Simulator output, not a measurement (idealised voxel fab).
Process module under the name voxel released beams
It is cross-section cut that appears here, measuring 260 nm in width, its square cells being 5 nm in size.
Square cells in a grid make up a cross-section in this document, and the grid is given as bands, listed from the top down, each one or more rows of cells.
First you get the band's top height and its bottom height, in nm, and then the materials it's made of, left to right, with each width in nm. If you see a single material with "throughout", that one covers the band edge to edge. "blank" is empty space.
Beneath 0, the wafer as received is one material, and that level is where height counting begins. The lowest band goes on downward without a bottom; it is written like "top 0, no bottom".
A two-number width, for instance "30..40", indicates that the width is equal to the first number in the top row of the band and to the second number in the bottom row, and that it changes by a constant amount per row of cells.
"no change occurred", as given for a step, is the statement that not any cell of the cross-section underwent a change during that step.
Heads up: "Closed cavities" only lists the empty pockets with no open path to the top that are 8 cells or more, and it writes them as width x height at distance, distance from the left edge, in nm.
If you see something after the settings on a step's line, that's the simulator's own remark about that step.
"overlay nm" on a masked step: distance the mask lay right of its planned place, negative for left.
Steps planned for the process:
- 1: RECEIVE with material Si
- 2: CONFORMAL_DEP with material Al2O3, thk nm 5
- 3: DIRECTIONAL_DEP with material SiO2, thk nm 15
- 4: DIRECTIONAL_DEP with material aC, thk nm 10
- 5: PATTERN with tone open, mask id ANCHOR, material resist, width nm 45, thk nm 30, overlay nm 0
- 6: DIRECTIONAL_ETCH with etch materials aC, depth nm 10
- 7: STRIP with etch materials resist
- 8: DIRECTIONAL_ETCH with etch materials SiO2, depth nm 15
- 9: STRIP with etch materials aC
- 10: CONFORMAL_DEP with material SiN, thk nm 15
- 11: DIRECTIONAL_DEP with material aC, thk nm 10
- 12: PATTERN with tone cover, mask id BEAM, material resist, width nm 110, thk nm 30, overlay nm 0
- 13: DIRECTIONAL_ETCH with etch materials aC, depth nm 10
- 14: STRIP with etch materials resist
- 15: DIRECTIONAL_ETCH with etch materials SiN, depth nm 15
- 16: STRIP with etch materials aC
- 17: STRIP with etch materials SiO2
Across this set of wafers, the varied parameter is the width nm of step 12. Starting conditions are identical for every wafer, and the plan reports the value assigned to the first wafer.
Cross-section of the first of several wafers as received (after step 1):
top 0, no bottom: Si throughout
Closed cavities: none
So in this table every wafer gets its own row, and what you see is where it stands at the end of the module: for each material, how many cells it picked up (+) or gave up (-) since we received it, and after that its closed voids:
width nm 110; +52 Al2O3; +84 SiN; Closed cavities: none
width nm 115; +52 Al2O3; +87 SiN; Closed cavities: none
width nm 120; +52 Al2O3; +90 SiN; Closed cavities: none
width nm 125; +52 Al2O3; +93 SiN; Closed cavities: none
width nm 130; +52 Al2O3; +96 SiN; Closed cavities: none
width nm 135; +52 Al2O3; +99 SiN; Closed cavities: none
